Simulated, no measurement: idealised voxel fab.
The document below concerns the process module designated voxel released beams.
For reference, the cross-section in this document is cut, with width 280 nm and square cells of 5 nm.
This document writes a cross-section as a grid whose cells are square, and gives it as bands, listed from the top down; one or more rows of cells form a band. Read a band's entry like this: the first values are the height of its top and the height of its bottom in nm, and what follows is the sequence of materials from left to right, each with its width in nm. Note that "empty" is empty space, and that a single material marked "everywhere" reaches across the band from edge to edge. Where do heights start? At 0: under that level the wafer as delivered is made of one material only. And the lowest band has no floor; it just carries on downward, as in "0 -> down". A width given as "30..40" starts at the first number in the band's top row and ends at the second number in its bottom row, shifting by an equal amount at every step from row to row. The designation "nothing altered", where it is given for a processing step, indicates that no cell of the cross-section was altered in the course of that step. In "Closed void catalog" the enclosed voids are listed, meaning empty spaces of 8 cells or larger without any opening to the top. The form is width x height at distance, distance from the left edge, units nm. Read whatever lies past the settings on a step's line as the simulator's own remark about the step. The line of a step may include "overlay nm". On a step with a mask, this value is how far to the right of its planned place the mask lay. A negative value means the mask lay to the left.

### Listed below are the process steps as planned
1: RECEIVE,material Si
2: CONFORMAL_DEP,material SiN,thk nm 10
3: DIRECTIONAL_DEP,material SiO2,thk nm 15
4: MASKED_ETCH,tone open,mask id ANCHOR,width nm 30,etch materials SiO2,depth nm 15,overlay nm 0
5: CONFORMAL_DEP,material W,thk nm 10
6: DIRECTIONAL_DEP,material aC,thk nm 10
7: PATTERN,tone cover,mask id BEAM,material resist,width nm 85,thk nm 30,overlay nm 0
8: DIRECTIONAL_ETCH,etch materials aC,depth nm 10
9: STRIP,etch materials resist
10: DIRECTIONAL_ETCH,etch materials W,depth nm 10
11: STRIP,etch materials aC
12: STRIP,etch materials SiO2

### The first of two wafers, run as planned

### Cross-section, incoming material, after step 1
  0 -> down  Si everywhere
  Closed void catalog: none

### After step 2: wafer cross-section
  10 -> 0  SiN everywhere
  All layers under 0 are left as they were.

### After step 3: wafer cross-section
  25 -> 10  SiO2 everywhere
  All layers under 10 are left as they were.

### After step 4: wafer cross-section
  25 -> 10  SiO2 100 nm | empty 30 nm | SiO2 150 nm
  All layers under 10 are left as they were.

### After step 5: wafer cross-section
  35 -> 25  W 110 nm | empty 10 nm | W 160 nm
  25 -> 20  SiO2 100 nm | W 10 nm | empty 10 nm | W 10 nm | SiO2 150 nm
  20 -> 10  SiO2 100 nm | W 30 nm | SiO2 150 nm
  All layers under 10 are left as they were.

### After step 6: wafer cross-section
  45 -> 35  aC 110 nm | empty 10 nm | aC 160 nm
  35 -> 30  W 110 nm | empty 10 nm | W 160 nm
  30 -> 25  W 110 nm | aC 10 nm | W 160 nm
  25 -> 20  SiO2 100 nm | W 10 nm | aC 10 nm | W 10 nm | SiO2 150 nm
  All layers under 20 are left as they were.

### After step 7: wafer cross-section
  75 -> 45  empty 95 nm | resist 85 nm | empty 100 nm
  45 -> 35  aC 110 nm | resist 10 nm | aC 160 nm
  35 -> 30  W 110 nm | resist 10 nm | W 160 nm
  All layers under 30 are left as they were.

### After step 8: wafer cross-section
  65 -> 45  empty 95 nm | resist 85 nm | empty 100 nm
  45 -> 35  empty 95 nm | aC 15 nm | resist 10 nm | aC 60 nm | empty 100 nm
  All layers under 35 are left as they were.

### After step 9: wafer cross-section
  45 -> 35  empty 95 nm | aC 15 nm | empty 10 nm | aC 60 nm | empty 100 nm
  35 -> 30  W 110 nm | empty 10 nm | W 160 nm
  All layers under 30 are left as they were.

### After step 10: wafer cross-section
  45 -> 35  empty 95 nm | aC 15 nm | empty 10 nm | aC 60 nm | empty 100 nm
  35 -> 30  empty 95 nm | W 15 nm | empty 10 nm | W 60 nm | empty 100 nm
  30 -> 25  empty 95 nm | W 15 nm | aC 10 nm | W 60 nm | empty 100 nm
  All layers under 25 are left as they were.

### After step 11: wafer cross-section
  35 -> 25  empty 95 nm | W 15 nm | empty 10 nm | W 60 nm | empty 100 nm
  25 -> 20  SiO2 100 nm | W 10 nm | empty 10 nm | W 10 nm | SiO2 150 nm
  All layers under 20 are left as they were.

### After step 12: wafer cross-section
  35 -> 25  empty 95 nm | W 15 nm | empty 10 nm | W 60 nm | empty 100 nm
  25 -> 20  empty 100 nm | W 10 nm | empty 10 nm | W 10 nm | empty 150 nm
  20 -> 10  empty 100 nm | W 30 nm | empty 150 nm
  All layers under 10 are left as they were.

### Second wafer, same starting state and plan as the first, one mistake in the run, identical through step 2

### Second wafer shown in cross-section at the time step 3 was slated to end
  20 -> 10  SiO2 everywhere
  All layers under 10 are left as they were.

### Second wafer shown in cross-section at the time step 4 was slated to end
  20 -> 10  SiO2 100 nm | empty 30 nm | SiO2 150 nm
  All layers under 10 are left as they were.

### Second wafer shown in cross-section at the time step 5 was slated to end
  30 -> 20  W 110 nm | empty 10 nm | W 160 nm
  20 -> 10  SiO2 100 nm | W 30 nm | SiO2 150 nm
  All layers under 10 are left as they were.

### Second wafer shown in cross-section at the time step 6 was slated to end
  40 -> 30  aC 110 nm | empty 10 nm | aC 160 nm
  30 -> 20  W 110 nm | aC 10 nm | W 160 nm
  All layers under 20 are left as they were.

### Second wafer shown in cross-section at the time step 7 was slated to end
  70 -> 40  empty 95 nm | resist 85 nm | empty 100 nm
  40 -> 30  aC 110 nm | resist 10 nm | aC 160 nm
  All layers under 30 are left as they were.

### Second wafer shown in cross-section at the time step 8 was slated to end
  60 -> 40  empty 95 nm | resist 85 nm | empty 100 nm
  40 -> 30  empty 95 nm | aC 15 nm | resist 10 nm | aC 60 nm | empty 100 nm
  All layers under 30 are left as they were.

### Second wafer shown in cross-section at the time step 9 was slated to end
  40 -> 30  empty 95 nm | aC 15 nm | empty 10 nm | aC 60 nm | empty 100 nm
  All layers under 30 are left as they were.

### Second wafer shown in cross-section at the time step 10 was slated to end
  40 -> 30  empty 95 nm | aC 15 nm | empty 10 nm | aC 60 nm | empty 100 nm
  30 -> 20  empty 95 nm | W 15 nm | aC 10 nm | W 60 nm | empty 100 nm
  All layers under 20 are left as they were.

### Second wafer shown in cross-section at the time step 11 was slated to end
  30 -> 20  empty 95 nm | W 15 nm | empty 10 nm | W 60 nm | empty 100 nm
  All layers under 20 are left as they were.

### Second wafer shown in cross-section at the time step 12 was slated to end
  30 -> 20  empty 95 nm | W 15 nm | empty 10 nm | W 60 nm | empty 100 nm
  20 -> 10  empty 100 nm | W 30 nm | empty 150 nm
  All layers under 10 are left as they were.
Which mistake was made when the wafer was run? step 3 went in with a setting other than planned; the actual run was DIRECTIONAL_DEP,material SiO2,thk nm 10
Per the end-of-run cell counts, the second wafer holds more or fewer of some materials than the first: -4 W
